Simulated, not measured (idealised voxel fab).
Process module under the name voxel self aligned vias
The figure presents cross-section cut, which has a width of 245 nm and is divided into square cells with an edge length of 5 nm.
Each cross-section below is a grid of square cells, stated as bands in top-down order, with one or more rows of cells making up each band. Heights first: top, then bottom, in nm. Then materials, left to right, each with a width in nm. "throughout" on a single material: fills the band edge to edge. "blank": empty space. Heights from 0 (as-received wafer is one material below). Bottom band endless downward, as "0 down". Note: "30..40" means the width goes from the first number (top row of the band) to the second number (bottom row) in equal steps per row of cells. What does "remained the same" mean for a step? It means no cell of the cross-section changed in that step. Closed void table: empty space of 8 cells or more with no open way to the top, each as width x height at its distance from the left edge, in nm. Anything after a step's settings on that line? It's the simulator's own note about the step. overlay nm: right-of-plan distance of the mask on a masked step; negative values mean left-of-plan.
**This section lists the process steps that were planned**
1 RECEIVE [material Si]
2 CONFORMAL_DEP [material SiO2] [thk nm 10]
3 CONFORMAL_DEP [material SiCN] [thk nm 5]
4 DIRECTIONAL_DEP [material SiO2] [thk nm 30]
5 PATTERN [tone open] [mask id LINES] [material resist] [width nm 30] [pitch nm 70] [thk nm 15] [overlay nm 0]
6 DIRECTIONAL_ETCH [etch materials SiO2] [depth nm 30]
7 STRIP [etch materials resist]
8 CONFORMAL_DEP [material TiN] [thk nm 5]
9 FILL_DEP [material Ru] [thk nm 5]
10 CMP [height nm 45]
11 SELECTIVE_ETCH [etch materials W Ru TiN] [depth nm 5]
12 FILL_DEP [material SiN] [thk nm 5]
13 CMP [height nm 45]
14 DIRECTIONAL_DEP [material SiO2] [thk nm 20]
15 DIRECTIONAL_DEP [material aC] [thk nm 15]
16 PATTERN [tone open] [mask id VIAS] [material resist] [width nm 50] [pitch nm 140] [thk nm 35] [overlay nm 0]
17 DIRECTIONAL_ETCH [etch materials aC] [depth nm 15]
18 STRIP [etch materials resist]
19 DIRECTIONAL_ETCH [etch materials SiO2] [depth nm 20]
20 DIRECTIONAL_ETCH [etch materials SiN] [depth nm 5]
21 STRIP [etch materials aC]
22 CONFORMAL_DEP [material TiN] [thk nm 5]
23 FILL_DEP [material W] [thk nm 5]
24 CMP [height nm 65]
25 CONFORMAL_DEP [material SiN] [thk nm 5]
**Here's what the wafer looked like in cross-section when it arrived - that's after step 1**
- 0 down | Si throughout
- Closed void table: none
**Wafer cross-section at end of module: start and plan as shown above, one execution error**
- 70 to 65 | SiN throughout
- 65 to 45 | SiO2=25 | TiN=5 | W=40 | TiN=5 | SiO2=90 | TiN=5 | W=40 | TiN=5 | SiO2=30
- 45 to 40 | SiO2=25 | TiN=50 | SiO2=30 | SiN=30 | SiO2=30 | TiN=50 | SiO2=30
- 40 to 25 | SiO2=25 | TiN=15 | Ru=20 | TiN=15 | SiO2=30 | TiN=5 | Ru=20 | TiN=5 | SiO2=30 | TiN=15 | Ru=20 | TiN=15 | SiO2=30
- 25 to 20 | SiO2=35 | TiN=5 | Ru=20 | TiN=5 | SiO2=40 | TiN=5 | Ru=20 | TiN=5 | SiO2=40 | TiN=5 | Ru=20 | TiN=5 | SiO2=40
- 20 to 15 | SiO2=35 | TiN=30 | SiO2=40 | TiN=30 | SiO2=40 | TiN=30 | SiO2=40
- 15 to 10 | SiCN throughout
- 10 to 0 | SiO2 throughout
- 0 down | Si throughout
- Closed void table: none
What was done differently from what was planned? the plan's step 19 ran twice
